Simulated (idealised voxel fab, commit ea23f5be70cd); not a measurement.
process module | voxel gate over fins
cross-section cut | 140 nm wide | cells 5 nm
A cross-section is a grid of square cells, given in bands from the top down. A band is one or more rows of cells.
Each band's line starts with the height of the band's top and of its bottom, in nm. Then come its materials from left to right, each with its width in nm. One material with "throughout" fills the band from edge to edge. "air" is empty space.
Height 0 is the level under which the wafer as received is all one material. The lowest band goes on downwards, as in "0 down".
A width such as "30 to 40" changes by the same amount from each row of cells to the next, from the band's top row to its bottom row.
"no change" after a step means that no cell of the cross-section changed.
closed voids: empty space of 8 cells or more with no open way to the top, each as width x height at its distance from the left edge, in nm
after a step's settings: what the simulator itself notes on the step
overlay nm, on a step with a mask: how far to the right of its planned place the mask lay; to the left if negative
plan
1 op RECEIVE | material Si
2 op CONFORMAL_DEP | material SiN | thk nm 5
3 op PATTERN | tone cover | mask id FINS | material resist | width nm 15 | pitch nm 60 | thk nm 20 | overlay nm 0
4 op DIRECTIONAL_ETCH | etch materials SiN | depth nm 5
5 op DIRECTIONAL_ETCH | etch materials Si | depth nm 40
6 op STRIP | etch materials resist
7 op OXIDIZE | depth nm 5
8 op FILL_DEP | material SiO2 | thk nm 15
9 op CMP | height nm 5
10 op PATTERN | tone open | mask id RAIL | material resist | width nm 15 | thk nm 15 | overlay nm 0
11 op DIRECTIONAL_ETCH | etch materials SiO2 | depth nm 40
12 op STRIP | etch materials resist
13 op CONFORMAL_DEP | material TiN | thk nm 5
14 op FILL_DEP | material W | thk nm 10
15 op CMP | height nm 5
16 op SELECTIVE_ETCH | etch materials W Ru TiN | depth nm 20
17 op FILL_DEP | material SiO2 | thk nm 5
18 op CMP | height nm 5
19 op SELECTIVE_ETCH | etch materials SiO2 | depth nm 15
20 op STRIP | etch materials SiN
21 op CONFORMAL_DEP | material HfO2 | thk nm 5
22 op CONFORMAL_DEP | material TiN | thk nm 5
23 op CONFORMAL_DEP | material TiAl | thk nm 5
24 op CONFORMAL_DEP | material TiN | thk nm 5
25 op FILL_DEP | material W | thk nm 10
26 op CMP | height nm 25
27 op CONFORMAL_DEP | material SiCN | thk nm 10
first wafer, as planned
as received, after step 1
  0 down: Si throughout
  closed voids: none
after step 2
  5 to 0: SiN throughout
  below 0: unchanged
after step 3
  25 to 5: air 30 | resist 15 | air 45 | resist 15 | air 35
  below 5: unchanged
after step 4
  25 to 5: air 30 | resist 15 | air 45 | resist 15 | air 35
  5 to 0: air 30 | SiN 15 | air 45 | SiN 15 | air 35
  below 0: unchanged
after step 5
  25 to 5: air 30 | resist 15 | air 45 | resist 15 | air 35
  5 to 0: air 30 | SiN 15 | air 45 | SiN 15 | air 35
  0 to -40: air 30 | Si 15 | air 45 | Si 15 | air 35
  below -40: unchanged
after step 6
  5 to 0: air 30 | SiN 15 | air 45 | SiN 15 | air 35
  below 0: unchanged
after step 7
  5 to 0: air 30 | SiN 15 | air 45 | SiN 15 | air 35
  0 to -40: air 30 | SiO2 5 | Si 5 | SiO2 5 | air 45 | SiO2 5 | Si 5 | SiO2 5 | air 35
  -40 to -45: SiO2 35 | Si 5 | SiO2 55 | Si 5 | SiO2 40
  below -45: unchanged
after step 8
  20 to 5: SiO2 throughout
  5 to 0: SiO2 30 | SiN 15 | SiO2 45 | SiN 15 | SiO2 35
  0 to -45: SiO2 35 | Si 5 | SiO2 55 | Si 5 | SiO2 40
  below -45: unchanged
after step 9
  5 to 0: SiO2 30 | SiN 15 | SiO2 45 | SiN 15 | SiO2 35
  below 0: unchanged
after step 10
  20 to 5: resist 60 | air 15 | resist 65
  below 5: unchanged
after step 11
  20 to 5: resist 60 | air 15 | resist 65
  5 to 0: SiO2 30 | SiN 15 | SiO2 15 | air 15 | SiO2 15 | SiN 15 | SiO2 35
  0 to -35: SiO2 35 | Si 5 | SiO2 20 | air 15 | SiO2 20 | Si 5 | SiO2 40
  below -35: unchanged
after step 12
  5 to 0: SiO2 30 | SiN 15 | SiO2 15 | air 15 | SiO2 15 | SiN 15 | SiO2 35
  below 0: unchanged
after step 13
  10 to 5: TiN 65 | air 5 | TiN 70
  5 to 0: SiO2 30 | SiN 15 | SiO2 15 | TiN 5 | air 5 | TiN 5 | SiO2 15 | SiN 15 | SiO2 35
  0 to -30: SiO2 35 | Si 5 | SiO2 20 | TiN 5 | air 5 | TiN 5 | SiO2 20 | Si 5 | SiO2 40
  -30 to -35: SiO2 35 | Si 5 | SiO2 20 | TiN 15 | SiO2 20 | Si 5 | SiO2 40
  below -35: unchanged
after step 14
  20 to 10: W throughout
  10 to 5: TiN 65 | W 5 | TiN 70
  5 to 0: SiO2 30 | SiN 15 | SiO2 15 | TiN 5 | W 5 | TiN 5 | SiO2 15 | SiN 15 | SiO2 35
  0 to -30: SiO2 35 | Si 5 | SiO2 20 | TiN 5 | W 5 | TiN 5 | SiO2 20 | Si 5 | SiO2 40
  below -30: unchanged
after step 15
  5 to 0: SiO2 30 | SiN 15 | SiO2 15 | TiN 5 | W 5 | TiN 5 | SiO2 15 | SiN 15 | SiO2 35
  below 0: unchanged
after step 16
  5 to 0: SiO2 30 | SiN 15 | SiO2 15 | air 15 | SiO2 15 | SiN 15 | SiO2 35
  0 to -15: SiO2 35 | Si 5 | SiO2 20 | air 15 | SiO2 20 | Si 5 | SiO2 40
  below -15: unchanged
after step 17
  10 to 5: SiO2 throughout
  5 to 0: SiO2 30 | SiN 15 | SiO2 45 | SiN 15 | SiO2 35
  0 to -15: SiO2 35 | Si 5 | SiO2 55 | Si 5 | SiO2 40
  below -15: unchanged
after step 18
  5 to 0: SiO2 30 | SiN 15 | SiO2 45 | SiN 15 | SiO2 35
  below 0: unchanged
after step 19
  5 to 0: air 30 | SiN 15 | air 45 | SiN 15 | air 35
  0 to -10: air 35 | Si 5 | air 55 | Si 5 | air 40
  below -10: unchanged
after step 20
  0 to -10: air 35 | Si 5 | air 55 | Si 5 | air 40
  below -10: unchanged
after step 21
  5 to 0: air 30 | HfO2 15 | air 45 | HfO2 15 | air 35
  0 to -5: air 30 | HfO2 5 | Si 5 | HfO2 5 | air 45 | HfO2 5 | Si 5 | HfO2 5 | air 35
  -5 to -10: HfO2 35 | Si 5 | HfO2 55 | Si 5 | HfO2 40
  below -10: unchanged
after step 22
  10 to 5: air 25 | TiN 25 | air 35 | TiN 25 | air 30
  5 to 0: air 25 | TiN 5 | HfO2 15 | TiN 5 | air 35 | TiN 5 | HfO2 15 | TiN 5 | air 30
  0 to -5: TiN 30 | HfO2 5 | Si 5 | HfO2 5 | TiN 45 | HfO2 5 | Si 5 | HfO2 5 | TiN 35
  below -5: unchanged
after step 23
  15 to 10: air 20 | TiAl 35 | air 25 | TiAl 35 | air 25
  10 to 5: air 20 | TiAl 5 | TiN 25 | TiAl 5 | air 25 | TiAl 5 | TiN 25 | TiAl 5 | air 25
  5 to 0: TiAl 25 | TiN 5 | HfO2 15 | TiN 5 | TiAl 35 | TiN 5 | HfO2 15 | TiN 5 | TiAl 30
  below 0: unchanged
after step 24
  20 to 15: air 15 | TiN 45 | air 15 | TiN 45 | air 20
  15 to 10: air 15 | TiN 5 | TiAl 35 | TiN 5 | air 15 | TiN 5 | TiAl 35 | TiN 5 | air 20
  10 to 5: TiN 20 | TiAl 5 | TiN 25 | TiAl 5 | TiN 25 | TiAl 5 | TiN 25 | TiAl 5 | TiN 25
  below 5: unchanged
after step 25
  30 to 20: W throughout
  20 to 15: W 15 | TiN 45 | W 15 | TiN 45 | W 20
  15 to 10: W 15 | TiN 5 | TiAl 35 | TiN 5 | W 15 | TiN 5 | TiAl 35 | TiN 5 | W 20
  below 10: unchanged
after step 26
  25 to 20: W throughout
  below 20: unchanged
after step 27
  35 to 25: SiCN throughout
  below 25: unchanged
second wafer: like start, like plan, one mistake. Through step 2 it matches the first wafer
when step 3 should have ended
  25 to 5: air 30 | resist 20 | air 40 | resist 20 | air 30
  below 5: unchanged
when step 4 should have ended
  25 to 5: air 30 | resist 20 | air 40 | resist 20 | air 30
  5 to 0: air 30 | SiN 20 | air 40 | SiN 20 | air 30
  below 0: unchanged
when step 5 should have ended
  25 to 5: air 30 | resist 20 | air 40 | resist 20 | air 30
  5 to 0: air 30 | SiN 20 | air 40 | SiN 20 | air 30
  0 to -40: air 30 | Si 20 | air 40 | Si 20 | air 30
  below -40: unchanged
when step 6 should have ended
  5 to 0: air 30 | SiN 20 | air 40 | SiN 20 | air 30
  below 0: unchanged
when step 7 should have ended
  5 to 0: air 30 | SiN 20 | air 40 | SiN 20 | air 30
  0 to -40: air 30 | SiO2 5 | Si 10 | SiO2 5 | air 40 | SiO2 5 | Si 10 | SiO2 5 | air 30
  -40 to -45: SiO2 35 | Si 10 | SiO2 50 | Si 10 | SiO2 35
  below -45: unchanged
when step 8 should have ended
  20 to 5: SiO2 throughout
  5 to 0: SiO2 30 | SiN 20 | SiO2 40 | SiN 20 | SiO2 30
  0 to -45: SiO2 35 | Si 10 | SiO2 50 | Si 10 | SiO2 35
  below -45: unchanged
when step 9 should have ended
  5 to 0: SiO2 30 | SiN 20 | SiO2 40 | SiN 20 | SiO2 30
  below 0: unchanged
when step 10 should have ended
  20 to 5: resist 60 | air 15 | resist 65
  below 5: unchanged
when step 11 should have ended
  20 to 5: resist 60 | air 15 | resist 65
  5 to 0: SiO2 30 | SiN 20 | SiO2 10 | air 15 | SiO2 15 | SiN 20 | SiO2 30
  0 to -35: SiO2 35 | Si 10 | SiO2 15 | air 15 | SiO2 20 | Si 10 | SiO2 35
  below -35: unchanged
when step 12 should have ended
  5 to 0: SiO2 30 | SiN 20 | SiO2 10 | air 15 | SiO2 15 | SiN 20 | SiO2 30
  below 0: unchanged
when step 13 should have ended
  10 to 5: TiN 65 | air 5 | TiN 70
  5 to 0: SiO2 30 | SiN 20 | SiO2 10 | TiN 5 | air 5 | TiN 5 | SiO2 15 | SiN 20 | SiO2 30
  0 to -30: SiO2 35 | Si 10 | SiO2 15 | TiN 5 | air 5 | TiN 5 | SiO2 20 | Si 10 | SiO2 35
  -30 to -35: SiO2 35 | Si 10 | SiO2 15 | TiN 15 | SiO2 20 | Si 10 | SiO2 35
  below -35: unchanged
when step 14 should have ended
  20 to 10: W throughout
  10 to 5: TiN 65 | W 5 | TiN 70
  5 to 0: SiO2 30 | SiN 20 | SiO2 10 | TiN 5 | W 5 | TiN 5 | SiO2 15 | SiN 20 | SiO2 30
  0 to -30: SiO2 35 | Si 10 | SiO2 15 | TiN 5 | W 5 | TiN 5 | SiO2 20 | Si 10 | SiO2 35
  below -30: unchanged
when step 15 should have ended
  5 to 0: SiO2 30 | SiN 20 | SiO2 10 | TiN 5 | W 5 | TiN 5 | SiO2 15 | SiN 20 | SiO2 30
  below 0: unchanged
when step 16 should have ended
  5 to 0: SiO2 30 | SiN 20 | SiO2 10 | air 15 | SiO2 15 | SiN 20 | SiO2 30
  0 to -15: SiO2 35 | Si 10 | SiO2 15 | air 15 | SiO2 20 | Si 10 | SiO2 35
  below -15: unchanged
when step 17 should have ended
  10 to 5: SiO2 throughout
  5 to 0: SiO2 30 | SiN 20 | SiO2 40 | SiN 20 | SiO2 30
  0 to -15: SiO2 35 | Si 10 | SiO2 50 | Si 10 | SiO2 35
  below -15: unchanged
when step 18 should have ended
  5 to 0: SiO2 30 | SiN 20 | SiO2 40 | SiN 20 | SiO2 30
  below 0: unchanged
when step 19 should have ended
  5 to 0: air 30 | SiN 20 | air 40 | SiN 20 | air 30
  0 to -10: air 35 | Si 10 | air 50 | Si 10 | air 35
  below -10: unchanged
when step 20 should have ended
  0 to -10: air 35 | Si 10 | air 50 | Si 10 | air 35
  below -10: unchanged
when step 21 should have ended
  5 to 0: air 30 | HfO2 20 | air 40 | HfO2 20 | air 30
  0 to -5: air 30 | HfO2 5 | Si 10 | HfO2 5 | air 40 | HfO2 5 | Si 10 | HfO2 5 | air 30
  -5 to -10: HfO2 35 | Si 10 | HfO2 50 | Si 10 | HfO2 35
  below -10: unchanged
when step 22 should have ended
  10 to 5: air 25 | TiN 30 | air 30 | TiN 30 | air 25
  5 to 0: air 25 | TiN 5 | HfO2 20 | TiN 5 | air 30 | TiN 5 | HfO2 20 | TiN 5 | air 25
  0 to -5: TiN 30 | HfO2 5 | Si 10 | HfO2 5 | TiN 40 | HfO2 5 | Si 10 | HfO2 5 | TiN 30
  below -5: unchanged
when step 23 should have ended
  15 to 10: air 20 | TiAl 40 | air 20 | TiAl 40 | air 20
  10 to 5: air 20 | TiAl 5 | TiN 30 | TiAl 5 | air 20 | TiAl 5 | TiN 30 | TiAl 5 | air 20
  5 to 0: TiAl 25 | TiN 5 | HfO2 20 | TiN 5 | TiAl 30 | TiN 5 | HfO2 20 | TiN 5 | TiAl 25
  below 0: unchanged
when step 24 should have ended
  20 to 15: air 15 | TiN 50 | air 10 | TiN 50 | air 15
  15 to 10: air 15 | TiN 5 | TiAl 40 | TiN 5 | air 10 | TiN 5 | TiAl 40 | TiN 5 | air 15
  10 to 5: TiN 20 | TiAl 5 | TiN 30 | TiAl 5 | TiN 20 | TiAl 5 | TiN 30 | TiAl 5 | TiN 20
  below 5: unchanged
when step 25 should have ended
  30 to 20: W throughout
  20 to 15: W 15 | TiN 50 | W 10 | TiN 50 | W 15
  15 to 10: W 15 | TiN 5 | TiAl 40 | TiN 5 | W 10 | TiN 5 | TiAl 40 | TiN 5 | W 15
  below 10: unchanged
when step 26 should have ended
  25 to 20: W throughout
  below 20: unchanged
when step 27 should have ended
  35 to 25: SiCN throughout
  below 25: unchanged
what went wrong: step 3 ran as: op PATTERN | tone cover | mask id FINS | material resist | width nm 20 | pitch nm 60 | thk nm 20 | overlay nm 0
at the end the second wafer has, in cells: 18 more of Si | 14 fewer of SiO2 | 4 fewer of W
